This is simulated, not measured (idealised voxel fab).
process module | voxel transistor to metal
cross-section cut | 210 nm wide | cells 5 nm
A cross-section is a grid of square cells, given in bands from the top down. A band is one or more rows of cells.
Each band's line starts with the height of the band's top and of its bottom, in nm. Then come its materials from left to right, each with its width in nm. One material with "throughout" fills the band from edge to edge. "air" is empty space.
Height 0 is the level under which the wafer as received is all one material. The lowest band goes on downwards, as in "0 down".
A width such as "30 to 40" changes by the same amount from each row of cells to the next, from the band's top row to its bottom row.
"no change" after a step means that no cell of the cross-section changed.
closed voids: empty space of 8 cells or more with no open way to the top, each as width x height at its distance from the left edge, in nm
after a step's settings: what the simulator itself notes on the step
overlay nm, on a step with a mask: how far to the right of its planned place the mask lay; to the left if negative
plan
1 op RECEIVE | material Si
2 op CONFORMAL_DEP | material SiO2 | thk nm 5
3 op CONFORMAL_DEP | material SiN | thk nm 15
4 op PATTERN | tone cover | mask id ACTIVE | material resist | width nm 115 | thk nm 15 | overlay nm 0
5 op DIRECTIONAL_ETCH | etch materials SiN | depth nm 15
6 op DIRECTIONAL_ETCH | etch materials SiO2 | depth nm 5
7 op DIRECTIONAL_ETCH | etch materials Si | depth nm 20
8 op STRIP | etch materials resist
9 op FILL_DEP | material SiO2 | thk nm 10
10 op CMP | height nm 20
11 op SELECTIVE_ETCH | etch materials SiO2 | depth nm 15
12 op STRIP | etch materials SiN
13 op SELECTIVE_ETCH | etch materials SiO2 | depth nm 5
14 op OXIDIZE | depth nm 5
15 op DIRECTIONAL_DEP | material polySi | thk nm 25
16 op DIRECTIONAL_DEP | material SiCN | thk nm 10
17 op PATTERN | tone cover | mask id GATE | material resist | width nm 25 | thk nm 20 | overlay nm 0
18 op DIRECTIONAL_ETCH | etch materials SiCN | depth nm 20
19 op DIRECTIONAL_ETCH | etch materials polySi | depth nm 35
20 op STRIP | etch materials resist
21 op CONFORMAL_DEP | material SiO2 | thk nm 5
22 op DIRECTIONAL_ETCH | etch materials SiO2 | depth nm 5
23 op CONFORMAL_DEP | material SiN | thk nm 10
24 op DIRECTIONAL_ETCH | etch materials SiN | depth nm 10
25 op DIRECTIONAL_ETCH | etch materials SiO2 | depth nm 5
26 op DIRECTIONAL_ETCH | etch materials Si | depth nm 15
27 op EPI | material pSi | thk nm 20
28 op FILL_DEP | material SiO2 | thk nm 10
29 op CMP | height nm 35
30 op DIRECTIONAL_DEP | material SiO2 | thk nm 15
31 op DIRECTIONAL_DEP | material aC | thk nm 15
32 op PATTERN | tone open | mask id CONTACT | material resist | width nm 20 | pitch nm 65 | thk nm 30 | overlay nm 0
33 op DIRECTIONAL_ETCH | etch materials aC | depth nm 15
34 op STRIP | etch materials resist
35 op DIRECTIONAL_ETCH | etch materials SiO2 | depth nm 35
36 op STRIP | etch materials aC
37 op CONFORMAL_DEP | material TiN | thk nm 5
38 op FILL_DEP | material W | thk nm 10
39 op CMP | height nm 50
40 op CONFORMAL_DEP | material SiCN | thk nm 5
41 op DIRECTIONAL_DEP | material lowk | thk nm 20
42 op DIRECTIONAL_DEP | material aC | thk nm 10
43 op PATTERN | tone open | mask id METAL_1 | material resist | width nm 15 | pitch nm 80 | thk nm 30 | overlay nm 0
44 op DIRECTIONAL_ETCH | etch materials aC | depth nm 10
45 op STRIP | etch materials resist
46 op DIRECTIONAL_ETCH | etch materials lowk | depth nm 20
47 op DIRECTIONAL_ETCH | etch materials SiCN | depth nm 5
48 op STRIP | etch materials aC
49 op CONFORMAL_DEP | material TiN | thk nm 5
50 op FILL_DEP | material W | thk nm 10
51 op CMP | height nm 75
52 op EPI | material Ru | thk nm 5
53 op FILL_DEP | material SiCN | thk nm 5
54 op DIRECTIONAL_DEP | material SiO2 | thk nm 30
55 op PATTERN | tone open | mask id METAL_2 | material resist | width nm 15 | pitch nm 80 | thk nm 20 | overlay nm 0
56 op DIRECTIONAL_ETCH | etch materials SiO2 | depth nm 20
57 op STRIP | etch materials resist
58 op MASKED_ETCH | tone open | mask id METAL_2_HOLES | width nm 15 | pitch nm 80 | etch materials SiO2 | depth nm 10 | overlay nm 0
59 op MASKED_ETCH | tone open | mask id METAL_2_HOLES | width nm 15 | pitch nm 80 | etch materials SiCN | depth nm 5 | overlay nm 0
60 op CONFORMAL_DEP | material TiN | thk nm 5
61 op FILL_DEP | material Cu | thk nm 10
62 op CMP | height nm 115
63 op CONFORMAL_DEP | material SiN | thk nm 5
varied across the wafers: width nm of step 32. The plan shows the first wafer's value. All wafers start alike
first wafer as received, after step 1
  0 down: Si throughout
  closed voids: none
first wafer at the end, after step 63
  120 to 115: SiN throughout
  115 to 85: SiO2 55 | TiN 5 | Cu 5 | TiN 5 | SiO2 65 | TiN 5 | Cu 5 | TiN 5 | SiO2 60
  85 to 80: SiCN 55 | TiN 15 | SiCN 65 | TiN 15 | SiCN 60
  80 to 75: SiCN 50 | Ru 25 | SiCN 55 | Ru 25 | SiCN 55
  75 to 55: lowk 55 | TiN 5 | W 5 | TiN 5 | lowk 65 | TiN 5 | W 5 | TiN 5 | lowk 60
  55 to 50: SiCN 55 | TiN 15 | SiCN 65 | TiN 15 | SiCN 60
  50 to 40: SiO2 60 | TiN 5 | W 10 | TiN 5 | SiO2 45 | TiN 5 | W 10 | TiN 5 | SiO2 65
  40 to 35: SiO2 60 | TiN 5 | W 5 | TiN 10 | SiO2 45 | TiN 10 | W 5 | TiN 5 | SiO2 65
  35 to 25: SiO2 60 | TiN 5 | W 5 | TiN 5 | SiN 10 | SiO2 5 | SiCN 25 | SiO2 5 | SiN 10 | TiN 5 | W 5 | TiN 5 | SiO2 65
  25 to 20: SiO2 60 | TiN 5 | W 5 | TiN 5 | SiN 10 | SiO2 5 | polySi 25 | SiO2 5 | SiN 10 | TiN 5 | W 5 | TiN 5 | SiO2 65
  20 to 15: SiO2 60 | TiN 15 | SiN 10 | SiO2 5 | polySi 25 | SiO2 5 | SiN 10 | TiN 15 | SiO2 65
  15 to 0: SiO2 55 | pSi 20 | SiN 10 | SiO2 5 | polySi 25 | SiO2 5 | SiN 10 | pSi 20 | SiO2 60
  0 to -5: SiO2 40 | pSi 35 | SiO2 55 | pSi 35 | SiO2 45
  -5 to -20: SiO2 45 | pSi 30 | Si 55 | pSi 30 | SiO2 50
  -20 down: Si throughout
  closed voids: none
last wafer at the end
  120 to 115: SiN throughout
  115 to 85: SiO2 55 | TiN 5 | Cu 5 | TiN 5 | SiO2 65 | TiN 5 | Cu 5 | TiN 5 | SiO2 60
  85 to 80: SiCN 55 | TiN 15 | SiCN 65 | TiN 15 | SiCN 60
  80 to 75: SiCN 50 | Ru 25 | SiCN 55 | Ru 25 | SiCN 55
  75 to 55: lowk 55 | TiN 5 | W 5 | TiN 5 | lowk 65 | TiN 5 | W 5 | TiN 5 | lowk 60
  55 to 50: SiCN 55 | TiN 15 | SiCN 65 | TiN 15 | SiCN 60
  50 to 40: SiO2 50 | TiN 5 | W 35 | TiN 5 | SiO2 20 | TiN 5 | W 35 | TiN 5 | SiO2 50
  40 to 35: SiO2 50 | TiN 5 | W 15 | TiN 25 | SiO2 20 | TiN 20 | W 20 | TiN 5 | SiO2 50
  35 to 25: SiO2 50 | TiN 5 | W 15 | TiN 5 | SiN 10 | TiN 5 | SiCN 25 | TiN 5 | SiN 10 | TiN 5 | W 20 | TiN 5 | SiO2 50
  25 to 20: SiO2 50 | TiN 5 | W 15 | TiN 5 | SiN 10 | TiN 5 | polySi 25 | TiN 5 | SiN 10 | TiN 5 | W 20 | TiN 5 | SiO2 50
  20 to 15: SiO2 50 | TiN 25 | SiN 10 | TiN 5 | polySi 25 | TiN 5 | SiN 10 | TiN 30 | SiO2 50
  15 to 0: SiO2 55 | pSi 20 | SiN 10 | SiO2 5 | polySi 25 | SiO2 5 | SiN 10 | pSi 20 | SiO2 60
  0 to -5: SiO2 40 | pSi 35 | SiO2 55 | pSi 35 | SiO2 45
  -5 to -20: SiO2 45 | pSi 30 | Si 55 | pSi 30 | SiO2 50
  -20 down: Si throughout
  closed voids: none
each wafer at the end: cells of each material gained (+) or lost (-) since it was received, then its closed voids
width nm 20 | +12 Cu | +10 Ru | -135 Si | +114 SiCN | +70 SiN | +586 SiO2 | +84 TiN | +24 W | +144 lowk | +74 pSi | +25 polySi | closed voids: none
width nm 25 | +12 Cu | +10 Ru | -135 Si | +114 SiCN | +70 SiN | +576 SiO2 | +86 TiN | +32 W | +144 lowk | +74 pSi | +25 polySi | closed voids: none
width nm 30 | +12 Cu | +10 Ru | -135 Si | +114 SiCN | +70 SiN | +566 SiO2 | +88 TiN | +40 W | +144 lowk | +74 pSi | +25 polySi | closed voids: none
width nm 35 | +12 Cu | +10 Ru | -135 Si | +114 SiCN | +70 SiN | +552 SiO2 | +94 TiN | +48 W | +144 lowk | +74 pSi | +25 polySi | closed voids: none
width nm 40 | +12 Cu | +10 Ru | -135 Si | +114 SiCN | +70 SiN | +538 SiO2 | +100 TiN | +56 W | +144 lowk | +74 pSi | +25 polySi | closed voids: none
width nm 45 | +12 Cu | +10 Ru | -135 Si | +114 SiCN | +70 SiN | +528 SiO2 | +102 TiN | +64 W | +144 lowk | +74 pSi | +25 polySi | closed voids: none
